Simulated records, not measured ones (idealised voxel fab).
Process module heading - voxel transistor to metal
For reference, the cross-section in this document is cut, with width 155 nm and square cells of 5 nm.
Heads up, the way a cross-section reads in here is a grid of square cells, handed over as bands from the top down, with every band being one or more rows of cells.
Top, bottom (nm), then materials left to right with widths (nm); lone material tagged "everywhere" fills the whole band edge to edge; "blank" = empty space.
Heights are expressed relative to 0, this being the level below which the as-received wafer comprises one material exclusively. The lowest band is unbounded in the downward direction and is denoted as in "0 and below".
Width: "30->40" (first number = top row, second number = bottom row, same change from row to row of cells).
For the purposes of this document, the phrase "nothing changed" attached to a step denotes that no cell within the cross-section was modified by that step.
Voids not open to the top, 8 cells minimum: see "Sealed internal voids". Written width x height at distance; distance is from the left edge; nm.
On a step's line, text after the settings is the simulator commenting on that step.
"overlay nm" on a masked step: distance the mask lay right of its planned place, negative for left.

## Intended process steps
1) RECEIVE,material Si
2) OXIDIZE,depth nm 5
3) CONFORMAL_DEP,material SiN,thk nm 15
4) MASKED_ETCH,tone cover,mask id ACTIVE,width nm 105,etch materials SiN,depth nm 15,overlay nm 0
5) MASKED_ETCH,tone cover,mask id ACTIVE,width nm 105,etch materials SiO2,depth nm 5,overlay nm 0
6) MASKED_ETCH,tone cover,mask id ACTIVE,width nm 105,etch materials Si,depth nm 35,overlay nm 0
7) OXIDIZE,depth nm 5
8) FILL_DEP,material SiO2,thk nm 10
9) CMP,height nm 15
10) SELECTIVE_ETCH,etch materials SiO2,depth nm 10
11) STRIP,etch materials SiN
12) SELECTIVE_ETCH,etch materials SiO2,depth nm 5
13) OXIDIZE,depth nm 5
14) DIRECTIONAL_DEP,material polySi,thk nm 25
15) DIRECTIONAL_DEP,material SiCN,thk nm 15
16) DIRECTIONAL_DEP,material aC,thk nm 10
17) PATTERN,tone cover,mask id GATE,material resist,width nm 15,thk nm 25,overlay nm 0
18) DIRECTIONAL_ETCH,etch materials aC,depth nm 10
19) STRIP,etch materials resist
20) DIRECTIONAL_ETCH,etch materials SiCN,depth nm 25
21) DIRECTIONAL_ETCH,etch materials polySi,depth nm 35
22) STRIP,etch materials aC
23) CONFORMAL_DEP,material SiO2,thk nm 5
24) DIRECTIONAL_ETCH,etch materials SiO2,depth nm 5
25) CONFORMAL_DEP,material SiN,thk nm 10
26) DIRECTIONAL_ETCH,etch materials SiN,depth nm 10
27) DIRECTIONAL_ETCH,etch materials SiO2,depth nm 5
28) DIRECTIONAL_ETCH,etch materials Si,depth nm 5
29) EPI,material pSi,thk nm 10
30) FILL_DEP,material SiO2,thk nm 5
31) CMP,height nm 35
32) DIRECTIONAL_DEP,material SiO2,thk nm 15
33) PATTERN,tone open,mask id CONTACT,material resist,width nm 20,pitch nm 65,thk nm 20,overlay nm 0
34) DIRECTIONAL_ETCH,etch materials SiO2,depth nm 50
35) STRIP,etch materials resist
36) CONFORMAL_DEP,material TiN,thk nm 5
37) FILL_DEP,material W,thk nm 5
38) CMP,height nm 50
39) CONFORMAL_DEP,material SiCN,thk nm 5
40) DIRECTIONAL_DEP,material SiO2,thk nm 25
41) PATTERN,tone open,mask id METAL_1,material resist,width nm 20,pitch nm 65,thk nm 15,overlay nm 0
42) DIRECTIONAL_ETCH,etch materials SiO2,depth nm 25
43) DIRECTIONAL_ETCH,etch materials SiCN,depth nm 5
44) STRIP,etch materials resist
45) CONFORMAL_DEP,material TiN,thk nm 5
46) FILL_DEP,material W,thk nm 5
47) CMP,height nm 80
48) EPI,material Ru,thk nm 5
49) FILL_DEP,material SiCN,thk nm 5

## as received, after step 1
	0 and below | Si everywhere
	Sealed internal voids: none

## As-planned run: cross-section of the first of two wafers at end of module
	90 down to 85 | SiCN everywhere
	85 down to 80 | 30 of SiCN; 30 of Ru; 35 of SiCN; 30 of Ru; 30 of SiCN
	80 down to 55 | 35 of SiO2; 5 of TiN; 10 of W; 5 of TiN; 45 of SiO2; 5 of TiN; 10 of W; 5 of TiN; 35 of SiO2
	55 down to 50 | 35 of SiCN; 20 of TiN; 45 of SiCN; 20 of TiN; 35 of SiCN
	50 down to 35 | 35 of SiO2; 5 of TiN; 10 of W; 5 of TiN; 45 of SiO2; 5 of TiN; 10 of W; 5 of TiN; 35 of SiO2
	35 down to 20 | 35 of SiO2; 5 of TiN; 10 of W; 5 of TiN; 10 of SiN; 5 of SiO2; 15 of SiCN; 5 of SiO2; 10 of SiN; 5 of TiN; 10 of W; 5 of TiN; 35 of SiO2
	20 down to 5 | 35 of SiO2; 5 of TiN; 10 of W; 5 of TiN; 10 of SiN; 5 of SiO2; 15 of polySi; 5 of SiO2; 10 of SiN; 5 of TiN; 10 of W; 5 of TiN; 35 of SiO2
	5 down to 0 | 35 of SiO2; 20 of TiN; 10 of SiN; 5 of SiO2; 15 of polySi; 5 of SiO2; 10 of SiN; 20 of TiN; 35 of SiO2
	0 down to -5 | 25 of SiO2; 10 of SiN; 20 of pSi; 10 of SiN; 5 of SiO2; 15 of polySi; 5 of SiO2; 10 of SiN; 20 of pSi; 10 of SiN; 25 of SiO2
	-5 down to -10 | 35 of SiO2; 20 of pSi; 45 of SiO2; 20 of pSi; 35 of SiO2
	-10 down to -15 | 30 of SiO2; 5 of Si; 20 of pSi; 45 of Si; 20 of pSi; 5 of Si; 30 of SiO2
	-15 down to -45 | 30 of SiO2; 95 of Si; 30 of SiO2
	-45 and below | Si everywhere
	Sealed internal voids: none

## So this is wafer number two of the two, cut at the end of the module - it started where the first did and had the same plan, we just got one thing wrong running it
	90 down to 85 | SiCN everywhere
	85 down to 80 | 30 of SiCN; 30 of Ru; 35 of SiCN; 30 of Ru; 30 of SiCN
	80 down to 55 | 35 of SiO2; 5 of TiN; 10 of W; 5 of TiN; 45 of SiO2; 5 of TiN; 10 of W; 5 of TiN; 35 of SiO2
	55 down to 50 | 35 of SiCN; 20 of TiN; 45 of SiCN; 20 of TiN; 35 of SiCN
	50 down to 35 | 35 of SiO2; 5 of TiN; 10 of W; 5 of TiN; 45 of SiO2; 5 of TiN; 10 of W; 5 of TiN; 35 of SiO2
	35 down to 20 | 35 of SiO2; 5 of TiN; 10 of W; 5 of TiN; 5 of SiO2; 10 of SiN; 15 of SiCN; 10 of SiN; 5 of SiO2; 5 of TiN; 10 of W; 5 of TiN; 35 of SiO2
	20 down to 5 | 35 of SiO2; 5 of TiN; 10 of W; 5 of TiN; 5 of SiO2; 10 of SiN; 15 of polySi; 10 of SiN; 5 of SiO2; 5 of TiN; 10 of W; 5 of TiN; 35 of SiO2
	5 down to 0 | 35 of SiO2; 20 of TiN; 5 of SiO2; 10 of SiN; 15 of polySi; 10 of SiN; 5 of SiO2; 20 of TiN; 35 of SiO2
	0 down to -5 | 50 of SiO2; 10 of pSi; 10 of SiN; 15 of polySi; 10 of SiN; 10 of pSi; 50 of SiO2
	-5 down to -10 | 20 of SiO2; 10 of SiN; 30 of pSi; 10 of SiN; 15 of SiO2; 10 of SiN; 30 of pSi; 10 of SiN; 20 of SiO2
	-10 down to -15 | 30 of SiO2; 30 of pSi; 35 of Si; 30 of pSi; 30 of SiO2
	-15 down to -45 | 30 of SiO2; 95 of Si; 30 of SiO2
	-45 and below | Si everywhere
	Sealed internal voids: none
It is concluded that the wafer was processed incorrectly with respect to the plan, in that yeah, step 23 of the plan got skipped, never ran
End check, counted in cells, second wafer has more or fewer of these materials than the first: Si -4 | SiN +4 | SiO2 -4 | pSi +4
